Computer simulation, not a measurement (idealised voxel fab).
This section sets out a process module, namely voxel self aligned vias.
Section cut is 245 nm wide and gridded with 5 nm square cells.
Cross-sections here: square-cell grids, written as top-down lists of bands, a band being one or more rows of cells.
Within each band entry, the heights of the top and of the bottom of the band appear first, in that order and in nm; the materials of the band then follow from left to right, each with its corresponding width in nm. The designation "everywhere" on a single material indicates that it fills the band from edge to edge; the designation "empty" indicates empty space.
Beneath 0, the wafer as received is one material, and that level is where height counting begins. The lowest band goes on downward without a bottom; it is written like "0..down".
A width given as "30->40" starts at the first number in the band's top row and ends at the second number in its bottom row, shifting by an equal amount at every step from row to row.
"all unchanged" (step): cross-section cells unchanged, all of them.
"Unvented voids": empty spaces of 8 cells or more with no open way to the top, each given as width x height at distance, distance from the left edge, all in nm.
What comes after the settings on a step's line is commentary from the simulator itself on that step.
"overlay nm", when on a step's line for a step with a mask, measures how far to the right of its planned place the mask lay; a negative measure means to the left.
Note on reading: below, each pair holds a cross-section from before one process step and one from after it; the one from after shows only down to the lowest band that changed. Beneath the pair, the step in between is stated along with its settings. The pairs can stem from different runs of this module on the same starting wafer. Where a pair's entry headed "Ahead of processing" says so, and only there, that pair continues from the pair above it.
# Ahead of processing
  50..45 | SiN everywhere
  45..40 | 45 of SiO2; 30 of SiN; 35 of SiO2; 30 of SiN; 35 of SiO2; 30 of SiN; 40 of SiO2
  40..25 | 45 of SiO2; 5 of TiN; 20 of Ru; 5 of TiN; 35 of SiO2; 5 of TiN; 20 of Ru; 5 of TiN; 35 of SiO2; 5 of TiN; 20 of Ru; 5 of TiN; 40 of SiO2
  25..20 | 45 of SiO2; 30 of TiN; 35 of SiO2; 30 of TiN; 35 of SiO2; 30 of TiN; 40 of SiO2
  20..15 | SiCN everywhere
  15..0 | SiO2 everywhere
  0..down | Si everywhere
  Unvented voids: none
# Resulting Cross-Section
  45..40 | 45 of SiO2; 30 of SiN; 35 of SiO2; 30 of SiN; 35 of SiO2; 30 of SiN; 40 of SiO2
  Lower than 40, everything is as it was.
  Unvented voids: none
Step between the cross-sections above: op CMP | height nm 45
Ahead of processing: the after view from the pair directly above serves as the before view here.
# Resulting Cross-Section
  60..45 | SiO2 everywhere
  Lower than 45, everything is as it was.
  Unvented voids: none
Step between the cross-sections above: op DIRECTIONAL_DEP | material SiO2 | thk nm 15
Ahead of processing: the after view from the pair directly above serves as the before view here.
# Resulting Cross-Section
  70..60 | aC everywhere
  Lower than 60, everything is as it was.
  Unvented voids: none
Step between the cross-sections above: op DIRECTIONAL_DEP | material aC | thk nm 10
Ahead of processing: the after view from the pair directly above serves as the before view here.
# Resulting Cross-Section
  95..70 | 35 of resist; 45 of empty; 85 of resist; 45 of empty; 35 of resist
  Lower than 70, everything is as it was.
  Unvented voids: none
Step between the cross-sections above: op PATTERN | tone open | mask id VIAS | material resist | width nm 45 | pitch nm 130 | thk nm 25 | overlay nm 0
Ahead of processing: the after view from the pair directly above serves as the before view here.
# Resulting Cross-Section
  85..70 | 35 of resist; 45 of empty; 85 of resist; 45 of empty; 35 of resist
  70..60 | 35 of aC; 45 of empty; 85 of aC; 45 of empty; 35 of aC
  Lower than 60, everything is as it was.
  Unvented voids: none
Step between the cross-sections above: op DIRECTIONAL_ETCH | etch materials aC | depth nm 10
Ahead of processing: the after view from the pair directly above serves as the before view here.
# Resulting Cross-Section
  70..60 | 35 of aC; 45 of empty; 85 of aC; 45 of empty; 35 of aC
  Lower than 60, everything is as it was.
  Unvented voids: none
Step between the cross-sections above: op STRIP | etch materials resist
Ahead of processing: the after view from the pair directly above serves as the before view here.
# Resulting Cross-Section
  70..60 | 35 of aC; 45 of empty; 85 of aC; 45 of empty; 35 of aC
  60..45 | 35 of SiO2; 45 of empty; 85 of SiO2; 45 of empty; 35 of SiO2
  Lower than 45, everything is as it was.
  Unvented voids: none
Step between the cross-sections above: op DIRECTIONAL_ETCH | etch materials SiO2 | depth nm 15
Ahead of processing: the after view from the pair directly above serves as the before view here.
# Resulting Cross-Section
  70..60 | 35 of aC; 45 of empty; 85 of aC; 45 of empty; 35 of aC
  60..45 | 35 of SiO2; 45 of empty; 85 of SiO2; 45 of empty; 35 of SiO2
  45..40 | 45 of SiO2; 30 of empty; 35 of SiO2; 30 of SiN; 35 of SiO2; 30 of empty; 40 of SiO2
  Lower than 40, everything is as it was.
  Unvented voids: none
Step between the cross-sections above: op DIRECTIONAL_ETCH | etch materials SiN | depth nm 5
Ahead of processing: the after view from the pair directly above serves as the before view here.
# Resulting Cross-Section
  60..45 | 35 of SiO2; 45 of empty; 85 of SiO2; 45 of empty; 35 of SiO2
  Lower than 45, everything is as it was.
  Unvented voids: none
Step between the cross-sections above: op STRIP | etch materials aC
Ahead of processing: the after view from the pair directly above serves as the before view here.
# Resulting Cross-Section
  65..60 | 40 of TiN; 35 of empty; 95 of TiN; 35 of empty; 40 of TiN
  60..50 | 35 of SiO2; 5 of TiN; 35 of empty; 5 of TiN; 85 of SiO2; 5 of TiN; 35 of empty; 5 of TiN; 35 of SiO2
  50..45 | 35 of SiO2; 15 of TiN; 20 of empty; 10 of TiN; 85 of SiO2; 15 of TiN; 20 of empty; 10 of TiN; 35 of SiO2
  45..40 | 45 of SiO2; 30 of TiN; 35 of SiO2; 30 of SiN; 35 of SiO2; 30 of TiN; 40 of SiO2
  Lower than 40, everything is as it was.
  Unvented voids: none
Step between the cross-sections above: op CONFORMAL_DEP | material TiN | thk nm 5
Ahead of processing: the after view from the pair directly above serves as the before view here.
# Resulting Cross-Section
  75..65 | Ru everywhere
  65..60 | 40 of TiN; 35 of Ru; 95 of TiN; 35 of Ru; 40 of TiN
  60..50 | 35 of SiO2; 5 of TiN; 35 of Ru; 5 of TiN; 85 of SiO2; 5 of TiN; 35 of Ru; 5 of TiN; 35 of SiO2
  50..45 | 35 of SiO2; 15 of TiN; 20 of Ru; 10 of TiN; 85 of SiO2; 15 of TiN; 20 of Ru; 10 of TiN; 35 of SiO2
  Lower than 45, everything is as it was.
  Unvented voids: none
Step between the cross-sections above: op FILL_DEP | material Ru | thk nm 10
Ahead of processing: the after view from the pair directly above serves as the before view here.
# Resulting Cross-Section
  60..50 | 35 of SiO2; 5 of TiN; 35 of Ru; 5 of TiN; 85 of SiO2; 5 of TiN; 35 of Ru; 5 of TiN; 35 of SiO2
  Lower than 50, everything is as it was.
  Unvented voids: none
Step between the cross-sections above: op CMP | height nm 60
Ahead of processing: the after view from the pair directly above serves as the before view here.
# Resulting Cross-Section
  65..60 | SiN everywhere
  Lower than 60, everything is as it was.
  Unvented voids: none
Step between the cross-sections above: op CONFORMAL_DEP | material SiN | thk nm 5
# Ahead of processing
  45..20 | SiO2 everywhere
  20..15 | SiCN everywhere
  15..0 | SiO2 everywhere
  0..down | Si everywhere
  Unvented voids: none
# Resulting Cross-Section
  45..20 | 55 of SiO2; 25 of empty; 40 of SiO2; 25 of empty; 40 of SiO2; 25 of empty; 35 of SiO2
  Lower than 20, everything is as it was.
  Unvented voids: none
Step between the cross-sections above: op MASKED_ETCH | tone open | mask id LINES | width nm 25 | pitch nm 65 | etch materials SiO2 | depth nm 25 | overlay nm 10
Ahead of processing: the after view from the pair directly above serves as the before view here.
# Resulting Cross-Section
  50..45 | 60 of TiN; 15 of empty; 50 of TiN; 15 of empty; 50 of TiN; 15 of empty; 40 of TiN
  45..25 | 55 of SiO2; 5 of TiN; 15 of empty; 5 of TiN; 40 of SiO2; 5 of TiN; 15 of empty; 5 of TiN; 40 of SiO2; 5 of TiN; 15 of empty; 5 of TiN; 35 of SiO2
  25..20 | 55 of SiO2; 25 of TiN; 40 of SiO2; 25 of TiN; 40 of SiO2; 25 of TiN; 35 of SiO2
  Lower than 20, everything is as it was.
  Unvented voids: none
Step between the cross-sections above: op CONFORMAL_DEP | material TiN | thk nm 5
Ahead of processing: the after view from the pair directly above serves as the before view here.
# Resulting Cross-Section
  55..50 | Ru everywhere
  50..45 | 60 of TiN; 15 of Ru; 50 of TiN; 15 of Ru; 50 of TiN; 15 of Ru; 40 of TiN
  45..25 | 55 of SiO2; 5 of TiN; 15 of Ru; 5 of TiN; 40 of SiO2; 5 of TiN; 15 of Ru; 5 of TiN; 40 of SiO2; 5 of TiN; 15 of Ru; 5 of TiN; 35 of SiO2
  Lower than 25, everything is as it was.
  Unvented voids: none
Step between the cross-sections above: op FILL_DEP | material Ru | thk nm 5
Ahead of processing: the after view from the pair directly above serves as the before view here.
# Resulting Cross-Section
  45..25 | 55 of SiO2; 5 of TiN; 15 of Ru; 5 of TiN; 40 of SiO2; 5 of TiN; 15 of Ru; 5 of TiN; 40 of SiO2; 5 of TiN; 15 of Ru; 5 of TiN; 35 of SiO2
  Lower than 25, everything is as it was.
  Unvented voids: none
Step between the cross-sections above: op CMP | height nm 45
Ahead of processing: the after view from the pair directly above serves as the before view here.
# Resulting Cross-Section
  45..40 | 55 of SiO2; 25 of empty; 40 of SiO2; 25 of empty; 40 of SiO2; 25 of empty; 35 of SiO2
  Lower than 40, everything is as it was.
  Unvented voids: none
Step between the cross-sections above: op SELECTIVE_ETCH | etch materials W Ru TiN | depth nm 5
Ahead of processing: the after view from the pair directly above serves as the before view here.
# Resulting Cross-Section
  50..45 | SiN everywhere
  45..40 | 55 of SiO2; 25 of SiN; 40 of SiO2; 25 of SiN; 40 of SiO2; 25 of SiN; 35 of SiO2
  Lower than 40, everything is as it was.
  Unvented voids: none
Step between the cross-sections above: op FILL_DEP | material SiN | thk nm 5
Ahead of processing: the after view from the pair directly above serves as the before view here.
# Resulting Cross-Section
  45..40 | 55 of SiO2; 25 of SiN; 40 of SiO2; 25 of SiN; 40 of SiO2; 25 of SiN; 35 of SiO2
  Lower than 40, everything is as it was.
  Unvented voids: none
Step between the cross-sections above: op CMP | height nm 45
Ahead of processing: the after view from the pair directly above serves as the before view here.
# Resulting Cross-Section
  60..45 | SiO2 everywhere
  Lower than 45, everything is as it was.
  Unvented voids: none
Step between the cross-sections above: op DIRECTIONAL_DEP | material SiO2 | thk nm 15
Ahead of processing: the after view from the pair directly above serves as the before view here.
# Resulting Cross-Section
  70..60 | aC everywhere
  Lower than 60, everything is as it was.
  Unvented voids: none
Step between the cross-sections above: op DIRECTIONAL_DEP | material aC | thk nm 10
Ahead of processing: the after view from the pair directly above serves as the before view here.
# Resulting Cross-Section
  95..70 | 35 of resist; 45 of empty; 85 of resist; 45 of empty; 35 of resist
  Lower than 70, everything is as it was.
  Unvented voids: none
Step between the cross-sections above: op PATTERN | tone open | mask id VIAS | material resist | width nm 45 | pitch nm 130 | thk nm 25 | overlay nm 0
Ahead of processing: the after view from the pair directly above serves as the before view here.
# Resulting Cross-Section
  85..70 | 35 of resist; 45 of empty; 85 of resist; 45 of empty; 35 of resist
  70..60 | 35 of aC; 45 of empty; 85 of aC; 45 of empty; 35 of aC
  Lower than 60, everything is as it was.
  Unvented voids: none
Step between the cross-sections above: op DIRECTIONAL_ETCH | etch materials aC | depth nm 10
Ahead of processing: the after view from the pair directly above serves as the before view here.
# Resulting Cross-Section
  70..60 | 35 of aC; 45 of empty; 85 of aC; 45 of empty; 35 of aC
  Lower than 60, everything is as it was.
  Unvented voids: none
Step between the cross-sections above: op STRIP | etch materials resist
Ahead of processing: the after view from the pair directly above serves as the before view here.
# Resulting Cross-Section
  70..60 | 35 of aC; 45 of empty; 85 of aC; 45 of empty; 35 of aC
  60..45 | 35 of SiO2; 45 of empty; 85 of SiO2; 45 of empty; 35 of SiO2
  Lower than 45, everything is as it was.
  Unvented voids: none
Step between the cross-sections above: op DIRECTIONAL_ETCH | etch materials SiO2 | depth nm 15
Ahead of processing: the after view from the pair directly above serves as the before view here.
# Resulting Cross-Section
  70..60 | 35 of aC; 45 of empty; 85 of aC; 45 of empty; 35 of aC
  60..45 | 35 of SiO2; 45 of empty; 85 of SiO2; 45 of empty; 35 of SiO2
  45..40 | 55 of SiO2; 25 of empty; 40 of SiO2; 25 of SiN; 40 of SiO2; 25 of empty; 35 of SiO2
  Lower than 40, everything is as it was.
  Unvented voids: none
Step between the cross-sections above: op DIRECTIONAL_ETCH | etch materials SiN | depth nm 5
Ahead of processing: the after view from the pair directly above serves as the before view here.
# Resulting Cross-Section
  60..45 | 35 of SiO2; 45 of empty; 85 of SiO2; 45 of empty; 35 of SiO2
  Lower than 45, everything is as it was.
  Unvented voids: none
Step between the cross-sections above: op STRIP | etch materials aC
Ahead of processing: the after view from the pair directly above serves as the before view here.
# Resulting Cross-Section
  65..60 | 40 of TiN; 35 of empty; 95 of TiN; 35 of empty; 40 of TiN
  60..50 | 35 of SiO2; 5 of TiN; 35 of empty; 5 of TiN; 85 of SiO2; 5 of TiN; 35 of empty; 5 of TiN; 35 of SiO2
  50..45 | 35 of SiO2; 25 of TiN; 15 of empty; 5 of TiN; 85 of SiO2; 25 of TiN; 15 of empty; 5 of TiN; 35 of SiO2
  45..40 | 55 of SiO2; 25 of TiN; 40 of SiO2; 25 of SiN; 40 of SiO2; 25 of TiN; 35 of SiO2
  Lower than 40, everything is as it was.
  Unvented voids: none
Step between the cross-sections above: op CONFORMAL_DEP | material TiN | thk nm 5
Ahead of processing: the after view from the pair directly above serves as the before view here.
# Resulting Cross-Section
  75..65 | Ru everywhere
  65..60 | 40 of TiN; 35 of Ru; 95 of TiN; 35 of Ru; 40 of TiN
  60..50 | 35 of SiO2; 5 of TiN; 35 of Ru; 5 of TiN; 85 of SiO2; 5 of TiN; 35 of Ru; 5 of TiN; 35 of SiO2
  50..45 | 35 of SiO2; 25 of TiN; 15 of Ru; 5 of TiN; 85 of SiO2; 25 of TiN; 15 of Ru; 5 of TiN; 35 of SiO2
  Lower than 45, everything is as it was.
  Unvented voids: none
Step between the cross-sections above: op FILL_DEP | material Ru | thk nm 10
Ahead of processing: the after view from the pair directly above serves as the before view here.
# Resulting Cross-Section
  60..50 | 35 of SiO2; 5 of TiN; 35 of Ru; 5 of TiN; 85 of SiO2; 5 of TiN; 35 of Ru; 5 of TiN; 35 of SiO2
  Lower than 50, everything is as it was.
  Unvented voids: none
Step between the cross-sections above: op CMP | height nm 60
Ahead of processing: the after view from the pair directly above serves as the before view here.
# Resulting Cross-Section
  65..60 | SiN everywhere
  Lower than 60, everything is as it was.
  Unvented voids: none
Step between the cross-sections above: op CONFORMAL_DEP | material SiN | thk nm 5
# Ahead of processing
  45..40 | 45 of SiO2; 25 of empty; 40 of SiO2; 25 of empty; 40 of SiO2; 25 of empty; 45 of SiO2
  40..25 | 45 of SiO2; 5 of TiN; 15 of Ru; 5 of TiN; 40 of SiO2; 5 of TiN; 15 of Ru; 5 of TiN; 40 of SiO2; 5 of TiN; 15 of Ru; 5 of TiN; 45 of SiO2
  25..20 | 45 of SiO2; 25 of TiN; 40 of SiO2; 25 of TiN; 40 of SiO2; 25 of TiN; 45 of SiO2
  20..15 | SiCN everywhere
  15..0 | SiO2 everywhere
  0..down | Si everywhere
  Unvented voids: none
# Resulting Cross-Section
  50..45 | aC everywhere
  45..40 | 45 of SiO2; 25 of aC; 40 of SiO2; 25 of aC; 40 of SiO2; 25 of aC; 45 of SiO2
  Lower than 40, everything is as it was.
  Unvented voids: none
Step between the cross-sections above: op FILL_DEP | material aC | thk nm 5
Ahead of processing: the after view from the pair directly above serves as the before view here.
# Resulting Cross-Section
  45..40 | 45 of SiO2; 25 of aC; 40 of SiO2; 25 of aC; 40 of SiO2; 25 of aC; 45 of SiO2
  Lower than 40, everything is as it was.
  Unvented voids: none
Step between the cross-sections above: op CMP | height nm 45
Ahead of processing: the after view from the pair directly above serves as the before view here.
# Resulting Cross-Section
  60..45 | SiO2 everywhere
  Lower than 45, everything is as it was.
  Unvented voids: none
Step between the cross-sections above: op DIRECTIONAL_DEP | material SiO2 | thk nm 15
Ahead of processing: the after view from the pair directly above serves as the before view here.
# Resulting Cross-Section
  70..60 | aC everywhere
  Lower than 60, everything is as it was.
  Unvented voids: none
Step between the cross-sections above: op DIRECTIONAL_DEP | material aC | thk nm 10
Ahead of processing: the after view from the pair directly above serves as the before view here.
# Resulting Cross-Section
  95..70 | 35 of resist; 45 of empty; 85 of resist; 45 of empty; 35 of resist
  Lower than 70, everything is as it was.
  Unvented voids: none
Step between the cross-sections above: op PATTERN | tone open | mask id VIAS | material resist | width nm 45 | pitch nm 130 | thk nm 25 | overlay nm 0
Ahead of processing: the after view from the pair directly above serves as the before view here.
# Resulting Cross-Section
  85..70 | 35 of resist; 45 of empty; 85 of resist; 45 of empty; 35 of resist
  70..60 | 35 of aC; 45 of empty; 85 of aC; 45 of empty; 35 of aC
  Lower than 60, everything is as it was.
  Unvented voids: none
Step between the cross-sections above: op DIRECTIONAL_ETCH | etch materials aC | depth nm 10
Ahead of processing: the after view from the pair directly above serves as the before view here.
# Resulting Cross-Section
  70..60 | 35 of aC; 45 of empty; 85 of aC; 45 of empty; 35 of aC
  Lower than 60, everything is as it was.
  Unvented voids: none
Step between the cross-sections above: op STRIP | etch materials resist
Ahead of processing: the after view from the pair directly above serves as the before view here.
# Resulting Cross-Section
  70..60 | 35 of aC; 45 of empty; 85 of aC; 45 of empty; 35 of aC
  60..45 | 35 of SiO2; 45 of empty; 85 of SiO2; 45 of empty; 35 of SiO2
  Lower than 45, everything is as it was.
  Unvented voids: none
Step between the cross-sections above: op DIRECTIONAL_ETCH | etch materials SiO2 | depth nm 15
Ahead of processing: the after view from the pair directly above serves as the before view here.
# Resulting Cross-Section
  60..45 | 35 of SiO2; 45 of empty; 85 of SiO2; 45 of empty; 35 of SiO2
  45..40 | 45 of SiO2; 25 of empty; 40 of SiO2; 25 of aC; 40 of SiO2; 25 of empty; 45 of SiO2
  Lower than 40, everything is as it was.
  Unvented voids: none
Step between the cross-sections above: op STRIP | etch materials aC
Ahead of processing: the after view from the pair directly above serves as the before view here.
# Resulting Cross-Section
  65..60 | 40 of TiN; 35 of empty; 95 of TiN; 35 of empty; 40 of TiN
  60..50 | 35 of SiO2; 5 of TiN; 35 of empty; 5 of TiN; 85 of SiO2; 5 of TiN; 35 of empty; 5 of TiN; 35 of SiO2
  50..45 | 35 of SiO2; 15 of TiN; 15 of empty; 15 of TiN; 85 of SiO2; 15 of TiN; 15 of empty; 15 of TiN; 35 of SiO2
  45..40 | 45 of SiO2; 25 of TiN; 40 of SiO2; 25 of aC; 40 of SiO2; 25 of TiN; 45 of SiO2
  Lower than 40, everything is as it was.
  Unvented voids: none
Step between the cross-sections above: op CONFORMAL_DEP | material TiN | thk nm 5
Ahead of processing: the after view from the pair directly above serves as the before view here.
# Resulting Cross-Section
  75..65 | Ru everywhere
  65..60 | 40 of TiN; 35 of Ru; 95 of TiN; 35 of Ru; 40 of TiN
  60..50 | 35 of SiO2; 5 of TiN; 35 of Ru; 5 of TiN; 85 of SiO2; 5 of TiN; 35 of Ru; 5 of TiN; 35 of SiO2
  50..45 | 35 of SiO2; 15 of TiN; 15 of Ru; 15 of TiN; 85 of SiO2; 15 of TiN; 15 of Ru; 15 of TiN; 35 of SiO2
  Lower than 45, everything is as it was.
  Unvented voids: none
Step between the cross-sections above: op FILL_DEP | material Ru | thk nm 10
Ahead of processing: the after view from the pair directly above serves as the before view here.
# Resulting Cross-Section
  60..50 | 35 of SiO2; 5 of TiN; 35 of Ru; 5 of TiN; 85 of SiO2; 5 of TiN; 35 of Ru; 5 of TiN; 35 of SiO2
  Lower than 50, everything is as it was.
  Unvented voids: none
Step between the cross-sections above: op CMP | height nm 60
Ahead of processing: the after view from the pair directly above serves as the before view here.
# Resulting Cross-Section
  65..60 | SiN everywhere
  Lower than 60, everything is as it was.
  Unvented voids: none
Step between the cross-sections above: op CONFORMAL_DEP | material SiN | thk nm 5
# Ahead of processing
  70..60 | aC everywhere
  60..45 | SiO2 everywhere
  45..40 | 45 of SiO2; 25 of SiN; 40 of SiO2; 25 of SiN; 40 of SiO2; 25 of SiN; 45 of SiO2
  40..25 | 45 of SiO2; 5 of TiN; 15 of Ru; 5 of TiN; 40 of SiO2; 5 of TiN; 15 of Ru; 5 of TiN; 40 of SiO2; 5 of TiN; 15 of Ru; 5 of TiN; 45 of SiO2
  25..20 | 45 of SiO2; 25 of TiN; 40 of SiO2; 25 of TiN; 40 of SiO2; 25 of TiN; 45 of SiO2
  20..15 | SiCN everywhere
  15..0 | SiO2 everywhere
  0..down | Si everywhere
  Unvented voids: none
# Resulting Cross-Section
  95..70 | 35 of empty; 45 of resist; 85 of empty; 45 of resist; 35 of empty
  Lower than 70, everything is as it was.
  Unvented voids: none
Step between the cross-sections above: op PATTERN | tone cover | mask id VIAS | material resist | width nm 45 | pitch nm 130 | thk nm 25 | overlay nm 0
Ahead of processing: the after view from the pair directly above serves as the before view here.
# Resulting Cross-Section
  85..70 | 35 of empty; 45 of resist; 85 of empty; 45 of resist; 35 of empty
  70..60 | 35 of empty; 45 of aC; 85 of empty; 45 of aC; 35 of empty
  Lower than 60, everything is as it was.
  Unvented voids: none
Step between the cross-sections above: op DIRECTIONAL_ETCH | etch materials aC | depth nm 10
Ahead of processing: the after view from the pair directly above serves as the before view here.
# Resulting Cross-Section
  70..60 | 35 of empty; 45 of aC; 85 of empty; 45 of aC; 35 of empty
  Lower than 60, everything is as it was.
  Unvented voids: none
Step between the cross-sections above: op STRIP | etch materials resist
Ahead of processing: the after view from the pair directly above serves as the before view here.
# Resulting Cross-Section
  70..60 | 35 of empty; 45 of aC; 85 of empty; 45 of aC; 35 of empty
  60..45 | 35 of empty; 45 of SiO2; 85 of empty; 45 of SiO2; 35 of empty
  Lower than 45, everything is as it was.
  Unvented voids: none
Step between the cross-sections above: op DIRECTIONAL_ETCH | etch materials SiO2 | depth nm 15
Ahead of processing: the after view from the pair directly above serves as the before view here.
# Resulting Cross-Section
  70..60 | 35 of empty; 45 of aC; 85 of empty; 45 of aC; 35 of empty
  60..45 | 35 of empty; 45 of SiO2; 85 of empty; 45 of SiO2; 35 of empty
  45..40 | 45 of SiO2; 25 of SiN; 40 of SiO2; 25 of empty; 40 of SiO2; 25 of SiN; 45 of SiO2
  Lower than 40, everything is as it was.
  Unvented voids: none
Step between the cross-sections above: op DIRECTIONAL_ETCH | etch materials SiN | depth nm 5
Ahead of processing: the after view from the pair directly above serves as the before view here.
# Resulting Cross-Section
  60..45 | 35 of empty; 45 of SiO2; 85 of empty; 45 of SiO2; 35 of empty
  Lower than 45, everything is as it was.
  Unvented voids: none
Step between the cross-sections above: op STRIP | etch materials aC
Ahead of processing: the after view from the pair directly above serves as the before view here.
# Resulting Cross-Section
  65..60 | 30 of empty; 55 of TiN; 75 of empty; 55 of TiN; 30 of empty
  60..50 | 30 of empty; 5 of TiN; 45 of SiO2; 5 of TiN; 75 of empty; 5 of TiN; 45 of SiO2; 5 of TiN; 30 of empty
  50..45 | 35 of TiN; 45 of SiO2; 35 of TiN; 15 of empty; 35 of TiN; 45 of SiO2; 35 of TiN
  45..40 | 45 of SiO2; 25 of SiN; 40 of SiO2; 25 of TiN; 40 of SiO2; 25 of SiN; 45 of SiO2
  Lower than 40, everything is as it was.
  Unvented voids: none
Step between the cross-sections above: op CONFORMAL_DEP | material TiN | thk nm 5
Ahead of processing: the after view from the pair directly above serves as the before view here.
# Resulting Cross-Section
  75..65 | Ru everywhere
  65..60 | 30 of Ru; 55 of TiN; 75 of Ru; 55 of TiN; 30 of Ru
  60..50 | 30 of Ru; 5 of TiN; 45 of SiO2; 5 of TiN; 75 of Ru; 5 of TiN; 45 of SiO2; 5 of TiN; 30 of Ru
  50..45 | 35 of TiN; 45 of SiO2; 35 of TiN; 15 of Ru; 35 of TiN; 45 of SiO2; 35 of TiN
  Lower than 45, everything is as it was.
  Unvented voids: none
Step between the cross-sections above: op FILL_DEP | material Ru | thk nm 10
Ahead of processing: the after view from the pair directly above serves as the before view here.
# Resulting Cross-Section
  60..50 | 30 of Ru; 5 of TiN; 45 of SiO2; 5 of TiN; 75 of Ru; 5 of TiN; 45 of SiO2; 5 of TiN; 30 of Ru
  Lower than 50, everything is as it was.
  Unvented voids: none
Step between the cross-sections above: op CMP | height nm 60
Ahead of processing: the after view from the pair directly above serves as the before view here.
# Resulting Cross-Section
  65..60 | SiN everywhere
  Lower than 60, everything is as it was.
  Unvented voids: none
Step between the cross-sections above: op CONFORMAL_DEP | material SiN | thk nm 5
